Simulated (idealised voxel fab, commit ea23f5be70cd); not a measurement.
Process module heading - voxel wiring stack
We display cut, a cross-section 210 nm in width whose square cells are each 5 nm.
Cross-section, as written here: a square-cell grid given band by band from the top down, where a band holds one or more rows of cells.
Per band: top height and bottom height in nm, followed by the left-to-right materials and their widths in nm; "edge to edge" marks a single material spanning edge to edge, "air" marks empty space.
Below 0: as-received wafer, all one material; heights counted from there. Lowest band: no bottom, goes on down, written "0 down".
The notation "30 to 40" denotes a width that varies across the rows of cells in the band, beginning at the first number in the top row, finishing at the second number in the bottom row, and changing by an identical amount from each row to the next.
"nothing changed" after a step means that no cell of the cross-section changed.
Enclosed voids (no open way to top), threshold 8 cells or more, entry "Internal closed voids", notation width x height at distance, distance from left edge, nm.
On a step's line, text after the settings is the simulator commenting on that step.
overlay nm: how far to the right of its planned place the mask lay on this masked step (negative: to the left).
Pairs follow: section before one process step, section after it down to the lowest changed band, step with settings underneath. Pairs may come from different runs of this module on the same starting wafer; continuity with the pair above only as stated in the "before" entry.

## before
0 down | Si edge to edge
Internal closed voids: none

## Result of Step
15 to 0 | SiO2 edge to edge
Nothing below the height 0 has changed.
Internal closed voids: none
Applied between the two views above: op CONFORMAL_DEP | material SiO2 | thk nm 15

before: this step begins from the cross-section that the pair just above shows after its step.

## Result of Step
20 to 15 | TiN edge to edge
Nothing below the height 15 has changed.
Internal closed voids: none
Applied between the two views above: op DIRECTIONAL_DEP | material TiN | thk nm 5

before: this step begins from the cross-section that the pair just above shows after its step.

## Result of Step
40 to 20 | W edge to edge
Nothing below the height 20 has changed.
Internal closed voids: none
Applied between the two views above: op DIRECTIONAL_DEP | material W | thk nm 20

before: this step begins from the cross-section that the pair just above shows after its step.

## Result of Step
50 to 40 | aC edge to edge
Nothing below the height 40 has changed.
Internal closed voids: none
Applied between the two views above: op DIRECTIONAL_DEP | material aC | thk nm 10

before: this step begins from the cross-section that the pair just above shows after its step.

## Result of Step
75 to 50 | 55 air / 20 resist / 20 air / 20 resist / 20 air / 20 resist / 55 air
Nothing below the height 50 has changed.
Internal closed voids: none
Applied between the two views above: op PATTERN | tone cover | mask id METAL_1 | material resist | width nm 20 | pitch nm 40 | thk nm 25 | overlay nm 0

before: this step begins from the cross-section that the pair just above shows after its step.

## Result of Step
65 to 50 | 55 air / 20 resist / 20 air / 20 resist / 20 air / 20 resist / 55 air
50 to 40 | 55 air / 20 aC / 20 air / 20 aC / 20 air / 20 aC / 55 air
Nothing below the height 40 has changed.
Internal closed voids: none
Applied between the two views above: op DIRECTIONAL_ETCH | etch materials aC | depth nm 10

before: this step begins from the cross-section that the pair just above shows after its step.

## Result of Step
50 to 40 | 55 air / 20 aC / 20 air / 20 aC / 20 air / 20 aC / 55 air
Nothing below the height 40 has changed.
Internal closed voids: none
Applied between the two views above: op STRIP | etch materials resist

before: this step begins from the cross-section that the pair just above shows after its step.

## Result of Step
50 to 40 | 55 air / 20 aC / 20 air / 20 aC / 20 air / 20 aC / 55 air
40 to 20 | 55 air / 20 W / 20 air / 20 W / 20 air / 20 W / 55 air
Nothing below the height 20 has changed.
Internal closed voids: none
Applied between the two views above: op DIRECTIONAL_ETCH | etch materials W | depth nm 20

before: this step begins from the cross-section that the pair just above shows after its step.

## Result of Step
50 to 40 | 55 air / 20 aC / 20 air / 20 aC / 20 air / 20 aC / 55 air
40 to 20 | 55 air / 20 W / 20 air / 20 W / 20 air / 20 W / 55 air
20 to 15 | 55 air / 20 TiN / 20 air / 20 TiN / 20 air / 20 TiN / 55 air
Nothing below the height 15 has changed.
Internal closed voids: none
Applied between the two views above: op DIRECTIONAL_ETCH | etch materials TiN | depth nm 5

before: this step begins from the cross-section that the pair just above shows after its step.

## Result of Step
40 to 20 | 55 air / 20 W / 20 air / 20 W / 20 air / 20 W / 55 air
Nothing below the height 20 has changed.
Internal closed voids: none
Applied between the two views above: op STRIP | etch materials aC

before: this step begins from the cross-section that the pair just above shows after its step.

## Result of Step
45 to 40 | 50 air / 30 SiN / 10 air / 30 SiN / 10 air / 30 SiN / 50 air
40 to 20 | 50 air / 5 SiN / 20 W / 5 SiN / 10 air / 5 SiN / 20 W / 5 SiN / 10 air / 5 SiN / 20 W / 5 SiN / 50 air
20 to 15 | 55 SiN / 20 TiN / 20 SiN / 20 TiN / 20 SiN / 20 TiN / 55 SiN
Nothing below the height 15 has changed.
Internal closed voids: none
Applied between the two views above: op CONFORMAL_DEP | material SiN | thk nm 5

before: this step begins from the cross-section that the pair just above shows after its step.

## Result of Step
55 to 45 | lowk edge to edge
45 to 40 | 50 lowk / 30 SiN / 10 lowk / 30 SiN / 10 lowk / 30 SiN / 50 lowk
40 to 20 | 50 lowk / 5 SiN / 20 W / 5 SiN / 10 lowk / 5 SiN / 20 W / 5 SiN / 10 lowk / 5 SiN / 20 W / 5 SiN / 50 lowk
Nothing below the height 20 has changed.
Internal closed voids: none
Applied between the two views above: op FILL_DEP | material lowk | thk nm 10

before: this step begins from the cross-section that the pair just above shows after its step.

## Result of Step
40 to 20 | 50 lowk / 5 SiN / 20 W / 5 SiN / 10 lowk / 5 SiN / 20 W / 5 SiN / 10 lowk / 5 SiN / 20 W / 5 SiN / 50 lowk
Nothing below the height 20 has changed.
Internal closed voids: none
Applied between the two views above: op CMP | height nm 40

before: this step begins from the cross-section that the pair just above shows after its step.

## Result of Step
45 to 40 | SiCN edge to edge
Nothing below the height 40 has changed.
Internal closed voids: none
Applied between the two views above: op CONFORMAL_DEP | material SiCN | thk nm 5

before: this step begins from the cross-section that the pair just above shows after its step.

## Result of Step
70 to 45 | lowk edge to edge
Nothing below the height 45 has changed.
Internal closed voids: none
Applied between the two views above: op DIRECTIONAL_DEP | material lowk | thk nm 25

before: this step begins from the cross-section that the pair just above shows after its step.

## Result of Step
85 to 70 | 55 resist / 20 air / 20 resist / 20 air / 20 resist / 20 air / 55 resist
Nothing below the height 70 has changed.
Internal closed voids: none
Applied between the two views above: op PATTERN | tone open | mask id METAL_2 | material resist | width nm 20 | pitch nm 40 | thk nm 15 | overlay nm 0

before: this step begins from the cross-section that the pair just above shows after its step.

## Result of Step
85 to 70 | 55 resist / 20 air / 20 resist / 20 air / 20 resist / 20 air / 55 resist
70 to 55 | 55 lowk / 20 air / 20 lowk / 20 air / 20 lowk / 20 air / 55 lowk
Nothing below the height 55 has changed.
Internal closed voids: none
Applied between the two views above: op DIRECTIONAL_ETCH | etch materials lowk | depth nm 15

before: this step begins from the cross-section that the pair just above shows after its step.

## Result of Step
70 to 55 | 55 lowk / 20 air / 20 lowk / 20 air / 20 lowk / 20 air / 55 lowk
Nothing below the height 55 has changed.
Internal closed voids: none
Applied between the two views above: op STRIP | etch materials resist

before: this step begins from the cross-section that the pair just above shows after its step.

## Result of Step
85 to 70 | 55 aC / 20 air / 20 aC / 20 air / 20 aC / 20 air / 55 aC
70 to 55 | 55 lowk / 20 aC / 20 lowk / 20 aC / 20 lowk / 20 aC / 55 lowk
Nothing below the height 55 has changed.
Internal closed voids: none
Applied between the two views above: op DIRECTIONAL_DEP | material aC | thk nm 15

before: this step begins from the cross-section that the pair just above shows after its step.

## Result of Step
115 to 85 | 55 resist / 15 air / 65 resist / 15 air / 60 resist
85 to 70 | 55 aC / 15 air / 5 resist / 20 aC / 20 resist / 20 aC / 15 air / 5 resist / 55 aC
Nothing below the height 70 has changed.
Internal closed voids: none
Applied between the two views above: op PATTERN | tone open | mask id METAL_2_HOLES | material resist | width nm 15 | pitch nm 80 | thk nm 30 | overlay nm 0

before: this step begins from the cross-section that the pair just above shows after its step.

## Result of Step
100 to 85 | 55 resist / 15 air / 65 resist / 15 air / 60 resist
85 to 70 | 55 aC / 15 air / 5 resist / 20 aC / 20 resist / 20 aC / 15 air / 5 resist / 55 aC
70 to 55 | 55 lowk / 15 air / 5 aC / 20 lowk / 20 aC / 20 lowk / 15 air / 5 aC / 55 lowk
Nothing below the height 55 has changed.
Internal closed voids: none
Applied between the two views above: op DIRECTIONAL_ETCH | etch materials aC | depth nm 15

before: this step begins from the cross-section that the pair just above shows after its step.

## Result of Step
85 to 70 | 55 aC / 20 air / 20 aC / 20 air / 20 aC / 20 air / 55 aC
Nothing below the height 70 has changed.
Internal closed voids: none
Applied between the two views above: op STRIP | etch materials resist

before: this step begins from the cross-section that the pair just above shows after its step.

## Result of Step
85 to 70 | 55 aC / 20 air / 20 aC / 20 air / 20 aC / 20 air / 55 aC
70 to 55 | 55 lowk / 15 air / 5 aC / 20 lowk / 20 aC / 20 lowk / 15 air / 5 aC / 55 lowk
55 to 45 | 55 lowk / 15 air / 65 lowk / 15 air / 60 lowk
Nothing below the height 45 has changed.
Internal closed voids: none
Applied between the two views above: op DIRECTIONAL_ETCH | etch materials lowk | depth nm 10

before: this step begins from the cross-section that the pair just above shows after its step.

## Result of Step
85 to 70 | 55 aC / 20 air / 20 aC / 20 air / 20 aC / 20 air / 55 aC
70 to 55 | 55 lowk / 15 air / 5 aC / 20 lowk / 20 aC / 20 lowk / 15 air / 5 aC / 55 lowk
55 to 45 | 55 lowk / 15 air / 65 lowk / 15 air / 60 lowk
45 to 40 | 55 SiCN / 15 air / 65 SiCN / 15 air / 60 SiCN
Nothing below the height 40 has changed.
Internal closed voids: none
Applied between the two views above: op DIRECTIONAL_ETCH | etch materials SiCN | depth nm 5

before: this step begins from the cross-section that the pair just above shows after its step.

## Result of Step
70 to 55 | 55 lowk / 20 air / 20 lowk / 20 air / 20 lowk / 20 air / 55 lowk
Nothing below the height 55 has changed.
Internal closed voids: none
Applied between the two views above: op STRIP | etch materials aC

before: this step begins from the cross-section that the pair just above shows after its step.

## Result of Step
75 to 70 | 60 TiN / 10 air / 30 TiN / 10 air / 30 TiN / 10 air / 60 TiN
70 to 60 | 55 lowk / 5 TiN / 10 air / 5 TiN / 20 lowk / 5 TiN / 10 air / 5 TiN / 20 lowk / 5 TiN / 10 air / 5 TiN / 55 lowk
60 to 55 | 55 lowk / 5 TiN / 5 air / 10 TiN / 20 lowk / 20 TiN / 20 lowk / 5 TiN / 5 air / 10 TiN / 55 lowk
55 to 45 | 55 lowk / 5 TiN / 5 air / 5 TiN / 65 lowk / 5 TiN / 5 air / 5 TiN / 60 lowk
45 to 40 | 55 SiCN / 15 TiN / 65 SiCN / 15 TiN / 60 SiCN
Nothing below the height 40 has changed.
Internal closed voids: none
Applied between the two views above: op CONFORMAL_DEP | material TiN | thk nm 5

before: this step begins from the cross-section that the pair just above shows after its step.

## Result of Step
85 to 75 | Cu edge to edge
75 to 70 | 60 TiN / 10 Cu / 30 TiN / 10 Cu / 30 TiN / 10 Cu / 60 TiN
70 to 60 | 55 lowk / 5 TiN / 10 Cu / 5 TiN / 20 lowk / 5 TiN / 10 Cu / 5 TiN / 20 lowk / 5 TiN / 10 Cu / 5 TiN / 55 lowk
60 to 55 | 55 lowk / 5 TiN / 5 Cu / 10 TiN / 20 lowk / 20 TiN / 20 lowk / 5 TiN / 5 Cu / 10 TiN / 55 lowk
55 to 45 | 55 lowk / 5 TiN / 5 Cu / 5 TiN / 65 lowk / 5 TiN / 5 Cu / 5 TiN / 60 lowk
Nothing below the height 45 has changed.
Internal closed voids: none
Applied between the two views above: op FILL_DEP | material Cu | thk nm 10

before: this step begins from the cross-section that the pair just above shows after its step.

## Result of Step
70 to 60 | 55 lowk / 5 TiN / 10 Cu / 5 TiN / 20 lowk / 5 TiN / 10 Cu / 5 TiN / 20 lowk / 5 TiN / 10 Cu / 5 TiN / 55 lowk
Nothing below the height 60 has changed.
Internal closed voids: none
Applied between the two views above: op CMP | height nm 70

before: this step begins from the cross-section that the pair just above shows after its step.

## Result of Step
75 to 70 | SiCN edge to edge
Nothing below the height 70 has changed.
Internal closed voids: none
Applied between the two views above: op CONFORMAL_DEP | material SiCN | thk nm 5

before: this step begins from the cross-section that the pair just above shows after its step.

## Result of Step
85 to 75 | lowk edge to edge
Nothing below the height 75 has changed.
Internal closed voids: none
Applied between the two views above: op DIRECTIONAL_DEP | material lowk | thk nm 10

before: this step begins from the cross-section that the pair just above shows after its step.

## Result of Step
85 to 75 | 55 lowk / 15 air / 65 lowk / 15 air / 60 lowk
Nothing below the height 75 has changed.
Internal closed voids: none
Applied between the two views above: op MASKED_ETCH | tone open | mask id PLUG_2 | width nm 15 | pitch nm 80 | etch materials lowk | depth nm 10 | overlay nm 0

before: this step begins from the cross-section that the pair just above shows after its step.

## Result of Step
85 to 75 | 55 lowk / 15 air / 65 lowk / 15 air / 60 lowk
75 to 70 | 55 SiCN / 15 air / 65 SiCN / 15 air / 60 SiCN
Nothing below the height 70 has changed.
Internal closed voids: none
Applied between the two views above: op MASKED_ETCH | tone open | mask id PLUG_2 | width nm 15 | pitch nm 80 | etch materials SiCN | depth nm 5 | overlay nm 0

before: this step begins from the cross-section that the pair just above shows after its step.

## Result of Step
90 to 85 | 60 TiN / 5 air / 75 TiN / 5 air / 65 TiN
85 to 75 | 55 lowk / 5 TiN / 5 air / 5 TiN / 65 lowk / 5 TiN / 5 air / 5 TiN / 60 lowk
75 to 70 | 55 SiCN / 15 TiN / 65 SiCN / 15 TiN / 60 SiCN
Nothing below the height 70 has changed.
Internal closed voids: none
Applied between the two views above: op CONFORMAL_DEP | material TiN | thk nm 5

before: this step begins from the cross-section that the pair just above shows after its step.

## Result of Step
100 to 90 | Cu edge to edge
90 to 85 | 60 TiN / 5 Cu / 75 TiN / 5 Cu / 65 TiN
85 to 75 | 55 lowk / 5 TiN / 5 Cu / 5 TiN / 65 lowk / 5 TiN / 5 Cu / 5 TiN / 60 lowk
Nothing below the height 75 has changed.
Internal closed voids: none
Applied between the two views above: op FILL_DEP | material Cu | thk nm 10

before: this step begins from the cross-section that the pair just above shows after its step.

## Result of Step
85 to 75 | 55 lowk / 5 TiN / 5 Cu / 5 TiN / 65 lowk / 5 TiN / 5 Cu / 5 TiN / 60 lowk
Nothing below the height 75 has changed.
Internal closed voids: none
Applied between the two views above: op CMP | height nm 85

before: this step begins from the cross-section that the pair just above shows after its step.

## Result of Step
90 to 85 | SiN edge to edge
Nothing below the height 85 has changed.
Internal closed voids: none
Applied between the two views above: op CONFORMAL_DEP | material SiN | thk nm 5

before: this step begins from the cross-section that the pair just above shows after its step.

## Result of Step
110 to 90 | SiO2 edge to edge
Nothing below the height 90 has changed.
Internal closed voids: none
Applied between the two views above: op DIRECTIONAL_DEP | material SiO2 | thk nm 20

before: this step begins from the cross-section that the pair just above shows after its step.

## Result of Step
110 to 90 | 55 SiO2 / 20 air / 20 SiO2 / 20 air / 20 SiO2 / 20 air / 55 SiO2
Nothing below the height 90 has changed.
Internal closed voids: none
Applied between the two views above: op MASKED_ETCH | tone open | mask id METAL_3 | width nm 20 | pitch nm 40 | etch materials SiO2 | depth nm 20 | overlay nm 0

before: this step begins from the cross-section that the pair just above shows after its step.

## Result of Step
110 to 90 | 55 SiO2 / 20 air / 20 SiO2 / 20 air / 20 SiO2 / 20 air / 55 SiO2
90 to 85 | 55 SiN / 20 air / 20 SiN / 20 air / 20 SiN / 20 air / 55 SiN
Nothing below the height 85 has changed.
Internal closed voids: none
Applied between the two views above: op MASKED_ETCH | tone open | mask id METAL_3 | width nm 20 | pitch nm 40 | etch materials SiN | depth nm 5 | overlay nm 0

before: this step begins from the cross-section that the pair just above shows after its step.

## Result of Step
115 to 110 | 60 TiN / 10 air / 30 TiN / 10 air / 30 TiN / 10 air / 60 TiN
110 to 90 | 55 SiO2 / 5 TiN / 10 air / 5 TiN / 20 SiO2 / 5 TiN / 10 air / 5 TiN / 20 SiO2 / 5 TiN / 10 air / 5 TiN / 55 SiO2
90 to 85 | 55 SiN / 20 TiN / 20 SiN / 20 TiN / 20 SiN / 20 TiN / 55 SiN
Nothing below the height 85 has changed.
Internal closed voids: none
Applied between the two views above: op CONFORMAL_DEP | material TiN | thk nm 5

before: this step begins from the cross-section that the pair just above shows after its step.

## Result of Step
125 to 115 | Cu edge to edge
115 to 110 | 60 TiN / 10 Cu / 30 TiN / 10 Cu / 30 TiN / 10 Cu / 60 TiN
110 to 90 | 55 SiO2 / 5 TiN / 10 Cu / 5 TiN / 20 SiO2 / 5 TiN / 10 Cu / 5 TiN / 20 SiO2 / 5 TiN / 10 Cu / 5 TiN / 55 SiO2
Nothing below the height 90 has changed.
Internal closed voids: none
Applied between the two views above: op FILL_DEP | material Cu | thk nm 10

before: this step begins from the cross-section that the pair just above shows after its step.

## Result of Step
110 to 90 | 55 SiO2 / 5 TiN / 10 Cu / 5 TiN / 20 SiO2 / 5 TiN / 10 Cu / 5 TiN / 20 SiO2 / 5 TiN / 10 Cu / 5 TiN / 55 SiO2
Nothing below the height 90 has changed.
Internal closed voids: none
Applied between the two views above: op CMP | height nm 110

before: this step begins from the cross-section that the pair just above shows after its step.

## Result of Step
115 to 110 | SiCN edge to edge
Nothing below the height 110 has changed.
Internal closed voids: none
Applied between the two views above: op CONFORMAL_DEP | material SiCN | thk nm 5

before: this step begins from the cross-section that the pair just above shows after its step.

## Result of Step
150 to 115 | lowk edge to edge
Nothing below the height 115 has changed.
Internal closed voids: none
Applied between the two views above: op DIRECTIONAL_DEP | material lowk | thk nm 35

before: this step begins from the cross-section that the pair just above shows after its step.

## Result of Step
170 to 150 | 55 resist / 15 air / 25 resist / 15 air / 25 resist / 15 air / 60 resist
Nothing below the height 150 has changed.
Internal closed voids: none
Applied between the two views above: op PATTERN | tone open | mask id METAL_4_HOLES | material resist | width nm 15 | pitch nm 40 | thk nm 20 | overlay nm 0

before: this step begins from the cross-section that the pair just above shows after its step.

## Result of Step
170 to 150 | 55 resist / 15 air / 25 resist / 15 air / 25 resist / 15 air / 60 resist
150 to 115 | 55 lowk / 15 air / 25 lowk / 15 air / 25 lowk / 15 air / 60 lowk
Nothing below the height 115 has changed.
Internal closed voids: none
Applied between the two views above: op DIRECTIONAL_ETCH | etch materials lowk | depth nm 35

before: this step begins from the cross-section that the pair just above shows after its step.

## Result of Step
150 to 115 | 55 lowk / 15 air / 25 lowk / 15 air / 25 lowk / 15 air / 60 lowk
Nothing below the height 115 has changed.
Internal closed voids: none
Applied between the two views above: op STRIP | etch materials resist

before: this step begins from the cross-section that the pair just above shows after its step.

## Result of Step
160 to 150 | 55 aC / 15 air / 25 aC / 15 air / 25 aC / 15 air / 60 aC
150 to 125 | 55 lowk / 15 air / 25 lowk / 15 air / 25 lowk / 15 air / 60 lowk
125 to 115 | 55 lowk / 15 aC / 25 lowk / 15 aC / 25 lowk / 15 aC / 60 lowk
Nothing below the height 115 has changed.
Internal closed voids: none
Applied between the two views above: op DIRECTIONAL_DEP | material aC | thk nm 10

before: this step begins from the cross-section that the pair just above shows after its step.

## Result of Step
185 to 160 | 55 resist / 20 air / 20 resist / 20 air / 20 resist / 20 air / 55 resist
Nothing below the height 160 has changed.
Internal closed voids: none
Applied between the two views above: op PATTERN | tone open | mask id METAL_4 | material resist | width nm 20 | pitch nm 40 | thk nm 25 | overlay nm 0

before: this step begins from the cross-section that the pair just above shows after its step.

## Result of Step
175 to 160 | 55 resist / 20 air / 20 resist / 20 air / 20 resist / 20 air / 55 resist
160 to 150 | 55 aC / 20 air / 20 aC / 20 air / 20 aC / 20 air / 55 aC
150 to 115 | 55 lowk / 15 air / 25 lowk / 15 air / 25 lowk / 15 air / 60 lowk
Nothing below the height 115 has changed.
Internal closed voids: none
Applied between the two views above: op DIRECTIONAL_ETCH | etch materials aC | depth nm 10

before: this step begins from the cross-section that the pair just above shows after its step.

## Result of Step
160 to 150 | 55 aC / 20 air / 20 aC / 20 air / 20 aC / 20 air / 55 aC
Nothing below the height 150 has changed.
Internal closed voids: none
Applied between the two views above: op STRIP | etch materials resist

before: this step begins from the cross-section that the pair just above shows after its step.

## Result of Step
160 to 150 | 55 aC / 20 air / 20 aC / 20 air / 20 aC / 20 air / 55 aC
150 to 130 | 55 lowk / 20 air / 20 lowk / 20 air / 20 lowk / 20 air / 55 lowk
Nothing below the height 130 has changed.
Internal closed voids: none
Applied between the two views above: op DIRECTIONAL_ETCH | etch materials lowk | depth nm 20

before: this step begins from the cross-section that the pair just above shows after its step.

## Result of Step
160 to 150 | 55 aC / 20 air / 20 aC / 20 air / 20 aC / 20 air / 55 aC
150 to 130 | 55 lowk / 20 air / 20 lowk / 20 air / 20 lowk / 20 air / 55 lowk
130 to 115 | 55 lowk / 15 air / 25 lowk / 15 air / 25 lowk / 15 air / 60 lowk
115 to 110 | 55 SiCN / 15 air / 25 SiCN / 15 air / 25 SiCN / 15 air / 60 SiCN
Nothing below the height 110 has changed.
Internal closed voids: none
Applied between the two views above: op DIRECTIONAL_ETCH | etch materials SiCN | depth nm 5

before: this step begins from the cross-section that the pair just above shows after its step.

## Result of Step
150 to 130 | 55 lowk / 20 air / 20 lowk / 20 air / 20 lowk / 20 air / 55 lowk
Nothing below the height 130 has changed.
Internal closed voids: none
Applied between the two views above: op STRIP | etch materials aC

before: this step begins from the cross-section that the pair just above shows after its step.

## Result of Step
155 to 150 | 60 TiN / 10 air / 30 TiN / 10 air / 30 TiN / 10 air / 60 TiN
150 to 135 | 55 lowk / 5 TiN / 10 air / 5 TiN / 20 lowk / 5 TiN / 10 air / 5 TiN / 20 lowk / 5 TiN / 10 air / 5 TiN / 55 lowk
135 to 130 | 55 lowk / 5 TiN / 5 air / 10 TiN / 20 lowk / 5 TiN / 5 air / 10 TiN / 20 lowk / 5 TiN / 5 air / 10 TiN / 55 lowk
130 to 115 | 55 lowk / 5 TiN / 5 air / 5 TiN / 25 lowk / 5 TiN / 5 air / 5 TiN / 25 lowk / 5 TiN / 5 air / 5 TiN / 60 lowk
115 to 110 | 55 SiCN / 15 TiN / 25 SiCN / 15 TiN / 25 SiCN / 15 TiN / 60 SiCN
Nothing below the height 110 has changed.
Internal closed voids: none
Applied between the two views above: op CONFORMAL_DEP | material TiN | thk nm 5

before: this step begins from the cross-section that the pair just above shows after its step.

## Result of Step
165 to 155 | Ru edge to edge
155 to 150 | 60 TiN / 10 Ru / 30 TiN / 10 Ru / 30 TiN / 10 Ru / 60 TiN
150 to 135 | 55 lowk / 5 TiN / 10 Ru / 5 TiN / 20 lowk / 5 TiN / 10 Ru / 5 TiN / 20 lowk / 5 TiN / 10 Ru / 5 TiN / 55 lowk
135 to 130 | 55 lowk / 5 TiN / 5 Ru / 10 TiN / 20 lowk / 5 TiN / 5 Ru / 10 TiN / 20 lowk / 5 TiN / 5 Ru / 10 TiN / 55 lowk
130 to 115 | 55 lowk / 5 TiN / 5 Ru / 5 TiN / 25 lowk / 5 TiN / 5 Ru / 5 TiN / 25 lowk / 5 TiN / 5 Ru / 5 TiN / 60 lowk
Nothing below the height 115 has changed.
Internal closed voids: none
Applied between the two views above: op FILL_DEP | material Ru | thk nm 10

before: this step begins from the cross-section that the pair just above shows after its step.

## Result of Step
150 to 135 | 55 lowk / 5 TiN / 10 Ru / 5 TiN / 20 lowk / 5 TiN / 10 Ru / 5 TiN / 20 lowk / 5 TiN / 10 Ru / 5 TiN / 55 lowk
Nothing below the height 135 has changed.
Internal closed voids: none
Applied between the two views above: op CMP | height nm 150

before: this step begins from the cross-section that the pair just above shows after its step.

## Result of Step
155 to 150 | SiN edge to edge
Nothing below the height 150 has changed.
Internal closed voids: none
Applied between the two views above: op CONFORMAL_DEP | material SiN | thk nm 5

## before
165 to 155 | Ru edge to edge
155 to 150 | 60 TiN / 10 Ru / 30 TiN / 10 Ru / 30 TiN / 10 Ru / 60 TiN
150 to 135 | 55 lowk / 5 TiN / 10 Ru / 5 TiN / 20 lowk / 5 TiN / 10 Ru / 5 TiN / 20 lowk / 5 TiN / 10 Ru / 5 TiN / 55 lowk
135 to 130 | 55 lowk / 5 TiN / 5 Ru / 10 TiN / 20 lowk / 5 TiN / 5 Ru / 10 TiN / 20 lowk / 5 TiN / 5 Ru / 10 TiN / 55 lowk
130 to 115 | 55 lowk / 5 TiN / 5 Ru / 5 TiN / 25 lowk / 5 TiN / 5 Ru / 5 TiN / 25 lowk / 5 TiN / 5 Ru / 5 TiN / 60 lowk
115 to 110 | 55 SiCN / 15 TiN / 25 SiCN / 15 TiN / 25 SiCN / 15 TiN / 60 SiCN
110 to 90 | 55 SiO2 / 5 TiN / 10 Cu / 5 TiN / 20 SiO2 / 5 TiN / 10 Cu / 5 TiN / 20 SiO2 / 5 TiN / 10 Cu / 5 TiN / 55 SiO2
90 to 85 | 55 SiN / 20 TiN / 20 SiN / 20 TiN / 20 SiN / 20 TiN / 55 SiN
85 to 75 | 55 lowk / 5 TiN / 5 Cu / 5 TiN / 65 lowk / 5 TiN / 5 Cu / 5 TiN / 60 lowk
75 to 70 | 55 SiCN / 15 TiN / 65 SiCN / 15 TiN / 60 SiCN
70 to 60 | 55 lowk / 5 TiN / 10 Cu / 5 TiN / 20 lowk / 5 TiN / 10 Cu / 5 TiN / 20 lowk / 5 TiN / 10 Cu / 5 TiN / 55 lowk
60 to 55 | 55 lowk / 5 TiN / 5 Cu / 10 TiN / 20 lowk / 20 TiN / 20 lowk / 5 TiN / 5 Cu / 10 TiN / 55 lowk
55 to 45 | 55 lowk / 5 TiN / 5 Cu / 5 TiN / 65 lowk / 5 TiN / 5 Cu / 5 TiN / 60 lowk
45 to 40 | 55 SiCN / 15 TiN / 65 SiCN / 15 TiN / 60 SiCN
40 to 20 | 50 lowk / 5 SiN / 20 W / 5 SiN / 10 lowk / 5 SiN / 20 W / 5 SiN / 10 lowk / 5 SiN / 20 W / 5 SiN / 50 lowk
20 to 15 | 55 SiN / 20 TiN / 20 SiN / 20 TiN / 20 SiN / 20 TiN / 55 SiN
15 to 0 | SiO2 edge to edge
0 down | Si edge to edge
Internal closed voids: none

## Result of Step
170 to 165 | SiN edge to edge
Nothing below the height 165 has changed.
Internal closed voids: none
Applied between the two views above: op CONFORMAL_DEP | material SiN | thk nm 5

## before
15 to 0 | SiO2 edge to edge
0 down | Si edge to edge
Internal closed voids: none

## Result of Step
30 to 0 | SiO2 edge to edge
Nothing below the height 0 has changed.
Internal closed voids: none
Applied between the two views above: op CONFORMAL_DEP | material SiO2 | thk nm 15

before: this step begins from the cross-section that the pair just above shows after its step.

## Result of Step
35 to 30 | TiN edge to edge
Nothing below the height 30 has changed.
Internal closed voids: none
Applied between the two views above: op DIRECTIONAL_DEP | material TiN | thk nm 5

before: this step begins from the cross-section that the pair just above shows after its step.

## Result of Step
55 to 35 | W edge to edge
Nothing below the height 35 has changed.
Internal closed voids: none
Applied between the two views above: op DIRECTIONAL_DEP | material W | thk nm 20

before: this step begins from the cross-section that the pair just above shows after its step.

## Result of Step
65 to 55 | aC edge to edge
Nothing below the height 55 has changed.
Internal closed voids: none
Applied between the two views above: op DIRECTIONAL_DEP | material aC | thk nm 10

before: this step begins from the cross-section that the pair just above shows after its step.

## Result of Step
90 to 65 | 55 air / 20 resist / 20 air / 20 resist / 20 air / 20 resist / 55 air
Nothing below the height 65 has changed.
Internal closed voids: none
Applied between the two views above: op PATTERN | tone cover | mask id METAL_1 | material resist | width nm 20 | pitch nm 40 | thk nm 25 | overlay nm 0

before: this step begins from the cross-section that the pair just above shows after its step.

## Result of Step
80 to 65 | 55 air / 20 resist / 20 air / 20 resist / 20 air / 20 resist / 55 air
65 to 55 | 55 air / 20 aC / 20 air / 20 aC / 20 air / 20 aC / 55 air
Nothing below the height 55 has changed.
Internal closed voids: none
Applied between the two views above: op DIRECTIONAL_ETCH | etch materials aC | depth nm 10

before: this step begins from the cross-section that the pair just above shows after its step.

## Result of Step
65 to 55 | 55 air / 20 aC / 20 air / 20 aC / 20 air / 20 aC / 55 air
Nothing below the height 55 has changed.
Internal closed voids: none
Applied between the two views above: op STRIP | etch materials resist

before: this step begins from the cross-section that the pair just above shows after its step.

## Result of Step
65 to 55 | 55 air / 20 aC / 20 air / 20 aC / 20 air / 20 aC / 55 air
55 to 35 | 55 air / 20 W / 20 air / 20 W / 20 air / 20 W / 55 air
Nothing below the height 35 has changed.
Internal closed voids: none
Applied between the two views above: op DIRECTIONAL_ETCH | etch materials W | depth nm 20

before: this step begins from the cross-section that the pair just above shows after its step.

## Result of Step
65 to 55 | 55 air / 20 aC / 20 air / 20 aC / 20 air / 20 aC / 55 air
55 to 35 | 55 air / 20 W / 20 air / 20 W / 20 air / 20 W / 55 air
35 to 30 | 55 air / 20 TiN / 20 air / 20 TiN / 20 air / 20 TiN / 55 air
Nothing below the height 30 has changed.
Internal closed voids: none
Applied between the two views above: op DIRECTIONAL_ETCH | etch materials TiN | depth nm 5

before: this step begins from the cross-section that the pair just above shows after its step.

## Result of Step
55 to 35 | 55 air / 20 W / 20 air / 20 W / 20 air / 20 W / 55 air
Nothing below the height 35 has changed.
Internal closed voids: none
Applied between the two views above: op STRIP | etch materials aC

before: this step begins from the cross-section that the pair just above shows after its step.

## Result of Step
60 to 55 | 50 air / 30 SiN / 10 air / 30 SiN / 10 air / 30 SiN / 50 air
55 to 35 | 50 air / 5 SiN / 20 W / 5 SiN / 10 air / 5 SiN / 20 W / 5 SiN / 10 air / 5 SiN / 20 W / 5 SiN / 50 air
35 to 30 | 55 SiN / 20 TiN / 20 SiN / 20 TiN / 20 SiN / 20 TiN / 55 SiN
Nothing below the height 30 has changed.
Internal closed voids: none
Applied between the two views above: op CONFORMAL_DEP | material SiN | thk nm 5

before: this step begins from the cross-section that the pair just above shows after its step.

## Result of Step
70 to 60 | lowk edge to edge
60 to 55 | 50 lowk / 30 SiN / 10 lowk / 30 SiN / 10 lowk / 30 SiN / 50 lowk
55 to 35 | 50 lowk / 5 SiN / 20 W / 5 SiN / 10 lowk / 5 SiN / 20 W / 5 SiN / 10 lowk / 5 SiN / 20 W / 5 SiN / 50 lowk
Nothing below the height 35 has changed.
Internal closed voids: none
Applied between the two views above: op FILL_DEP | material lowk | thk nm 10

before: this step begins from the cross-section that the pair just above shows after its step.

## Result of Step
40 to 35 | 50 lowk / 5 SiN / 20 W / 5 SiN / 10 lowk / 5 SiN / 20 W / 5 SiN / 10 lowk / 5 SiN / 20 W / 5 SiN / 50 lowk
Nothing below the height 35 has changed.
Internal closed voids: none
Applied between the two views above: op CMP | height nm 40
